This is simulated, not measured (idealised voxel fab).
Proc. module: voxel gate over fins
Square cells of 5 nm make up the cross-section cut, whose width is 160 nm.
Bands, listed from the top down, are how a cross-section gets written in this document; the cross-section itself is a grid of square cells, and a band is one or more rows of them.
Top, bottom (nm), then materials left to right with widths (nm); lone material tagged "all across" fills the whole band edge to edge; "blank" = empty space.
A quick word on heights: they are counted from 0, and under that level the wafer as it came to us is one material throughout. The lowest band is different from the rest in having no bottom; it simply continues downward, written as in "from 0 down".
With a width like "30 to 40", each row of cells in the band differs from the next by the same amount, the top row carrying the first number and the bottom row the second.
When a step is marked "no change", none of the cells in the cross-section changed during that step.
"Enclosed void inventory" - sealed voids, min. 8 cells, no opening to top; format: width x height at distance (distance from left edge; nm throughout).
If you see something after the settings on a step's line, that's the simulator's own remark about that step.
Steps that use a mask can have "overlay nm" on their line. It says how far the mask sat to the right of where it was meant to be. Negative means to the left.

BELOW IS THE LIST OF PLANNED PROCESS STEPS
1. RECEIVE | material Si
2. CONFORMAL_DEP | material SiN | thk nm 5
3. MASKED_ETCH | tone cover | mask id FINS | width nm 15 | pitch nm 55 | etch materials SiN | depth nm 5 | overlay nm 0
4. MASKED_ETCH | tone cover | mask id FINS | width nm 15 | pitch nm 55 | etch materials Si | depth nm 35 | overlay nm 0
5. OXIDIZE | depth nm 5
6. FILL_DEP | material SiO2 | thk nm 5
7. CMP | height nm 5
8. PATTERN | tone open | mask id RAIL | material resist | width nm 15 | thk nm 15 | overlay nm 0
9. DIRECTIONAL_ETCH | etch materials SiO2 | depth nm 35
10. STRIP | etch materials resist
11. CONFORMAL_DEP | material TiN | thk nm 5
12. FILL_DEP | material W | thk nm 10
13. CMP | height nm 5
14. SELECTIVE_ETCH | etch materials W Ru TiN | depth nm 25
15. FILL_DEP | material SiO2 | thk nm 5
16. CMP | height nm 5
17. SELECTIVE_ETCH | etch materials SiO2 | depth nm 20
18. STRIP | etch materials SiN
19. CONFORMAL_DEP | material HfO2 | thk nm 5
20. CONFORMAL_DEP | material TiN | thk nm 5
21. CONFORMAL_DEP | material TiAl | thk nm 5
22. CONFORMAL_DEP | material TiN | thk nm 5
23. FILL_DEP | material W | thk nm 15
24. CMP | height nm 30
25. CONFORMAL_DEP | material SiN | thk nm 10

FIRST OF TWO WAFERS - AS PLANNED

CROSS-SECTION OF THE WAFER UPON ARRIVAL, REPRESENTING THE STATE REACHED AFTER STEP 1
	from 0 down | Si all across
	Enclosed void inventory: none

CROSS-SECTION THROUGH THE WAFER, STEP 2 FINISHED
	from 5 to 0 | SiN all across
	Below 0, the layers are the same as they were.

CROSS-SECTION THROUGH THE WAFER, STEP 3 FINISHED
	from 5 to 0 | blank: 15 / SiN: 15 / blank: 40 / SiN: 15 / blank: 40 / SiN: 15 / blank: 20
	Below 0, the layers are the same as they were.

CROSS-SECTION THROUGH THE WAFER, STEP 4 FINISHED
	from 5 to 0 | blank: 15 / SiN: 15 / blank: 40 / SiN: 15 / blank: 40 / SiN: 15 / blank: 20
	from 0 to -35 | blank: 15 / Si: 15 / blank: 40 / Si: 15 / blank: 40 / Si: 15 / blank: 20
	Below -35, the layers are the same as they were.

CROSS-SECTION THROUGH THE WAFER, STEP 5 FINISHED
	from 5 to 0 | blank: 15 / SiN: 15 / blank: 40 / SiN: 15 / blank: 40 / SiN: 15 / blank: 20
	from 0 to -35 | blank: 15 / SiO2: 5 / Si: 5 / SiO2: 5 / blank: 40 / SiO2: 5 / Si: 5 / SiO2: 5 / blank: 40 / SiO2: 5 / Si: 5 / SiO2: 5 / blank: 20
	from -35 to -40 | SiO2: 20 / Si: 5 / SiO2: 50 / Si: 5 / SiO2: 50 / Si: 5 / SiO2: 25
	Below -40, the layers are the same as they were.

CROSS-SECTION THROUGH THE WAFER, STEP 6 FINISHED
	from 10 to 5 | SiO2 all across
	from 5 to 0 | SiO2: 15 / SiN: 15 / SiO2: 40 / SiN: 15 / SiO2: 40 / SiN: 15 / SiO2: 20
	from 0 to -40 | SiO2: 20 / Si: 5 / SiO2: 50 / Si: 5 / SiO2: 50 / Si: 5 / SiO2: 25
	Below -40, the layers are the same as they were.

CROSS-SECTION THROUGH THE WAFER, STEP 7 FINISHED
	from 5 to 0 | SiO2: 15 / SiN: 15 / SiO2: 40 / SiN: 15 / SiO2: 40 / SiN: 15 / SiO2: 20
	Below 0, the layers are the same as they were.

CROSS-SECTION THROUGH THE WAFER, STEP 8 FINISHED
	from 20 to 5 | resist: 40 / blank: 15 / resist: 105
	Below 5, the layers are the same as they were.

CROSS-SECTION THROUGH THE WAFER, STEP 9 FINISHED
	from 20 to 5 | resist: 40 / blank: 15 / resist: 105
	from 5 to 0 | SiO2: 15 / SiN: 15 / SiO2: 10 / blank: 15 / SiO2: 15 / SiN: 15 / SiO2: 40 / SiN: 15 / SiO2: 20
	from 0 to -30 | SiO2: 20 / Si: 5 / SiO2: 15 / blank: 15 / SiO2: 20 / Si: 5 / SiO2: 50 / Si: 5 / SiO2: 25
	Below -30, the layers are the same as they were.

CROSS-SECTION THROUGH THE WAFER, STEP 10 FINISHED
	from 5 to 0 | SiO2: 15 / SiN: 15 / SiO2: 10 / blank: 15 / SiO2: 15 / SiN: 15 / SiO2: 40 / SiN: 15 / SiO2: 20
	Below 0, the layers are the same as they were.

CROSS-SECTION THROUGH THE WAFER, STEP 11 FINISHED
	from 10 to 5 | TiN: 45 / blank: 5 / TiN: 110
	from 5 to 0 | SiO2: 15 / SiN: 15 / SiO2: 10 / TiN: 5 / blank: 5 / TiN: 5 / SiO2: 15 / SiN: 15 / SiO2: 40 / SiN: 15 / SiO2: 20
	from 0 to -25 | SiO2: 20 / Si: 5 / SiO2: 15 / TiN: 5 / blank: 5 / TiN: 5 / SiO2: 20 / Si: 5 / SiO2: 50 / Si: 5 / SiO2: 25
	from -25 to -30 | SiO2: 20 / Si: 5 / SiO2: 15 / TiN: 15 / SiO2: 20 / Si: 5 / SiO2: 50 / Si: 5 / SiO2: 25
	Below -30, the layers are the same as they were.

CROSS-SECTION THROUGH THE WAFER, STEP 12 FINISHED
	from 20 to 10 | W all across
	from 10 to 5 | TiN: 45 / W: 5 / TiN: 110
	from 5 to 0 | SiO2: 15 / SiN: 15 / SiO2: 10 / TiN: 5 / W: 5 / TiN: 5 / SiO2: 15 / SiN: 15 / SiO2: 40 / SiN: 15 / SiO2: 20
	from 0 to -25 | SiO2: 20 / Si: 5 / SiO2: 15 / TiN: 5 / W: 5 / TiN: 5 / SiO2: 20 / Si: 5 / SiO2: 50 / Si: 5 / SiO2: 25
	Below -25, the layers are the same as they were.

CROSS-SECTION THROUGH THE WAFER, STEP 13 FINISHED
	from 5 to 0 | SiO2: 15 / SiN: 15 / SiO2: 10 / TiN: 5 / W: 5 / TiN: 5 / SiO2: 15 / SiN: 15 / SiO2: 40 / SiN: 15 / SiO2: 20
	Below 0, the layers are the same as they were.

CROSS-SECTION THROUGH THE WAFER, STEP 14 FINISHED
	from 5 to 0 | SiO2: 15 / SiN: 15 / SiO2: 10 / blank: 15 / SiO2: 15 / SiN: 15 / SiO2: 40 / SiN: 15 / SiO2: 20
	from 0 to -20 | SiO2: 20 / Si: 5 / SiO2: 15 / blank: 15 / SiO2: 20 / Si: 5 / SiO2: 50 / Si: 5 / SiO2: 25
	Below -20, the layers are the same as they were.

CROSS-SECTION THROUGH THE WAFER, STEP 15 FINISHED
	from 10 to 5 | SiO2 all across
	from 5 to 0 | SiO2: 15 / SiN: 15 / SiO2: 40 / SiN: 15 / SiO2: 40 / SiN: 15 / SiO2: 20
	from 0 to -20 | SiO2: 20 / Si: 5 / SiO2: 50 / Si: 5 / SiO2: 50 / Si: 5 / SiO2: 25
	Below -20, the layers are the same as they were.

CROSS-SECTION THROUGH THE WAFER, STEP 16 FINISHED
	from 5 to 0 | SiO2: 15 / SiN: 15 / SiO2: 40 / SiN: 15 / SiO2: 40 / SiN: 15 / SiO2: 20
	Below 0, the layers are the same as they were.

CROSS-SECTION THROUGH THE WAFER, STEP 17 FINISHED
	from 5 to 0 | blank: 15 / SiN: 15 / blank: 40 / SiN: 15 / blank: 40 / SiN: 15 / blank: 20
	from 0 to -15 | blank: 20 / Si: 5 / blank: 50 / Si: 5 / blank: 50 / Si: 5 / blank: 25
	Below -15, the layers are the same as they were.

CROSS-SECTION THROUGH THE WAFER, STEP 18 FINISHED
	from 0 to -15 | blank: 20 / Si: 5 / blank: 50 / Si: 5 / blank: 50 / Si: 5 / blank: 25
	Below -15, the layers are the same as they were.

CROSS-SECTION THROUGH THE WAFER, STEP 19 FINISHED
	from 5 to 0 | blank: 15 / HfO2: 15 / blank: 40 / HfO2: 15 / blank: 40 / HfO2: 15 / blank: 20
	from 0 to -10 | blank: 15 / HfO2: 5 / Si: 5 / HfO2: 5 / blank: 40 / HfO2: 5 / Si: 5 / HfO2: 5 / blank: 40 / HfO2: 5 / Si: 5 / HfO2: 5 / blank: 20
	from -10 to -15 | HfO2: 20 / Si: 5 / HfO2: 50 / Si: 5 / HfO2: 50 / Si: 5 / HfO2: 25
	Below -15, the layers are the same as they were.

CROSS-SECTION THROUGH THE WAFER, STEP 20 FINISHED
	from 10 to 5 | blank: 10 / TiN: 25 / blank: 30 / TiN: 25 / blank: 30 / TiN: 25 / blank: 15
	from 5 to 0 | blank: 10 / TiN: 5 / HfO2: 15 / TiN: 5 / blank: 30 / TiN: 5 / HfO2: 15 / TiN: 5 / blank: 30 / TiN: 5 / HfO2: 15 / TiN: 5 / blank: 15
	from 0 to -5 | blank: 10 / TiN: 5 / HfO2: 5 / Si: 5 / HfO2: 5 / TiN: 5 / blank: 30 / TiN: 5 / HfO2: 5 / Si: 5 / HfO2: 5 / TiN: 5 / blank: 30 / TiN: 5 / HfO2: 5 / Si: 5 / HfO2: 5 / TiN: 5 / blank: 15
	from -5 to -10 | TiN: 15 / HfO2: 5 / Si: 5 / HfO2: 5 / TiN: 40 / HfO2: 5 / Si: 5 / HfO2: 5 / TiN: 40 / HfO2: 5 / Si: 5 / HfO2: 5 / TiN: 20
	Below -10, the layers are the same as they were.

CROSS-SECTION THROUGH THE WAFER, STEP 21 FINISHED
	from 15 to 10 | blank: 5 / TiAl: 35 / blank: 20 / TiAl: 35 / blank: 20 / TiAl: 35 / blank: 10
	from 10 to 5 | blank: 5 / TiAl: 5 / TiN: 25 / TiAl: 5 / blank: 20 / TiAl: 5 / TiN: 25 / TiAl: 5 / blank: 20 / TiAl: 5 / TiN: 25 / TiAl: 5 / blank: 10
	from 5 to 0 | blank: 5 / TiAl: 5 / TiN: 5 / HfO2: 15 / TiN: 5 / TiAl: 5 / blank: 20 / TiAl: 5 / TiN: 5 / HfO2: 15 / TiN: 5 / TiAl: 5 / blank: 20 / TiAl: 5 / TiN: 5 / HfO2: 15 / TiN: 5 / TiAl: 5 / blank: 10
	from 0 to -5 | TiAl: 10 / TiN: 5 / HfO2: 5 / Si: 5 / HfO2: 5 / TiN: 5 / TiAl: 30 / TiN: 5 / HfO2: 5 / Si: 5 / HfO2: 5 / TiN: 5 / TiAl: 30 / TiN: 5 / HfO2: 5 / Si: 5 / HfO2: 5 / TiN: 5 / TiAl: 15
	Below -5, the layers are the same as they were.

CROSS-SECTION THROUGH THE WAFER, STEP 22 FINISHED
	from 20 to 15 | TiN: 45 / blank: 10 / TiN: 45 / blank: 10 / TiN: 45 / blank: 5
	from 15 to 10 | TiN: 5 / TiAl: 35 / TiN: 5 / blank: 10 / TiN: 5 / TiAl: 35 / TiN: 5 / blank: 10 / TiN: 5 / TiAl: 35 / TiN: 5 / blank: 5
	from 10 to 5 | TiN: 5 / TiAl: 5 / TiN: 25 / TiAl: 5 / TiN: 5 / blank: 10 / TiN: 5 / TiAl: 5 / TiN: 25 / TiAl: 5 / TiN: 5 / blank: 10 / TiN: 5 / TiAl: 5 / TiN: 25 / TiAl: 5 / TiN: 5 / blank: 5
	from 5 to 0 | TiN: 5 / TiAl: 5 / TiN: 5 / HfO2: 15 / TiN: 5 / TiAl: 5 / TiN: 20 / TiAl: 5 / TiN: 5 / HfO2: 15 / TiN: 5 / TiAl: 5 / TiN: 20 / TiAl: 5 / TiN: 5 / HfO2: 15 / TiN: 5 / TiAl: 5 / TiN: 10
	Below 0, the layers are the same as they were.

CROSS-SECTION THROUGH THE WAFER, STEP 23 FINISHED
	from 35 to 20 | W all across
	from 20 to 15 | TiN: 45 / W: 10 / TiN: 45 / W: 10 / TiN: 45 / W: 5
	from 15 to 10 | TiN: 5 / TiAl: 35 / TiN: 5 / W: 10 / TiN: 5 / TiAl: 35 / TiN: 5 / W: 10 / TiN: 5 / TiAl: 35 / TiN: 5 / W: 5
	from 10 to 5 | TiN: 5 / TiAl: 5 / TiN: 25 / TiAl: 5 / TiN: 5 / W: 10 / TiN: 5 / TiAl: 5 / TiN: 25 / TiAl: 5 / TiN: 5 / W: 10 / TiN: 5 / TiAl: 5 / TiN: 25 / TiAl: 5 / TiN: 5 / W: 5
	Below 5, the layers are the same as they were.

CROSS-SECTION THROUGH THE WAFER, STEP 24 FINISHED
	from 30 to 20 | W all across
	Below 20, the layers are the same as they were.

CROSS-SECTION THROUGH THE WAFER, STEP 25 FINISHED
	from 40 to 30 | SiN all across
	Below 30, the layers are the same as they were.

WHAT FOLLOWS CONCERNS THE SECOND WAFER, WHICH STARTED OUT LIKE THE FIRST AND WAS MEANT TO FOLLOW THE VERY SAME PLAN; ONE MISTAKE CREPT IN WHEN IT WAS RUN, BUT EVERYTHING UP TO AND INCLUDING STEP 18 IS THE SAME AS FOR THE FIRST WAFER

AT THE PLANNED END OF STEP 19, THE SECOND WAFER IN CROSS-SECTION
	from 15 to 0 | blank: 5 / HfO2: 35 / blank: 20 / HfO2: 35 / blank: 20 / HfO2: 35 / blank: 10
	from 0 to -15 | HfO2: 20 / Si: 5 / HfO2: 50 / Si: 5 / HfO2: 50 / Si: 5 / HfO2: 25
	Below -15, the layers are the same as they were.

AT THE PLANNED END OF STEP 20, THE SECOND WAFER IN CROSS-SECTION
	from 20 to 15 | TiN: 45 / blank: 10 / TiN: 45 / blank: 10 / TiN: 45 / blank: 5
	from 15 to 5 | TiN: 5 / HfO2: 35 / TiN: 5 / blank: 10 / TiN: 5 / HfO2: 35 / TiN: 5 / blank: 10 / TiN: 5 / HfO2: 35 / TiN: 5 / blank: 5
	from 5 to 0 | TiN: 5 / HfO2: 35 / TiN: 20 / HfO2: 35 / TiN: 20 / HfO2: 35 / TiN: 10
	Below 0, the layers are the same as they were.

AT THE PLANNED END OF STEP 21, THE SECOND WAFER IN CROSS-SECTION
	from 25 to 20 | TiAl all across
	from 20 to 15 | TiN: 45 / TiAl: 10 / TiN: 45 / TiAl: 10 / TiN: 45 / TiAl: 5
	from 15 to 5 | TiN: 5 / HfO2: 35 / TiN: 5 / TiAl: 10 / TiN: 5 / HfO2: 35 / TiN: 5 / TiAl: 10 / TiN: 5 / HfO2: 35 / TiN: 5 / TiAl: 5
	Below 5, the layers are the same as they were.

AT THE PLANNED END OF STEP 22, THE SECOND WAFER IN CROSS-SECTION
	from 30 to 25 | TiN all across
	Below 25, the layers are the same as they were.

AT THE PLANNED END OF STEP 23, THE SECOND WAFER IN CROSS-SECTION
	from 45 to 30 | W all across
	Below 30, the layers are the same as they were.

AT THE PLANNED END OF STEP 24, THE SECOND WAFER IN CROSS-SECTION
	from 30 to 25 | TiN all across
	Below 25, the layers are the same as they were.

AT THE PLANNED END OF STEP 25, THE SECOND WAFER IN CROSS-SECTION
	from 40 to 30 | SiN all across
	Below 30, the layers are the same as they were.
It is concluded that the wafer was processed incorrectly with respect to the plan, in that for step 19, the planned setting was not used; the step was instead run as CONFORMAL_DEP | material HfO2 | thk nm 15
Counted in cells at the end, the second wafer holds more or fewer of these materials than the first: +100 HfO2; -3 TiAl; -18 TiN; -79 W
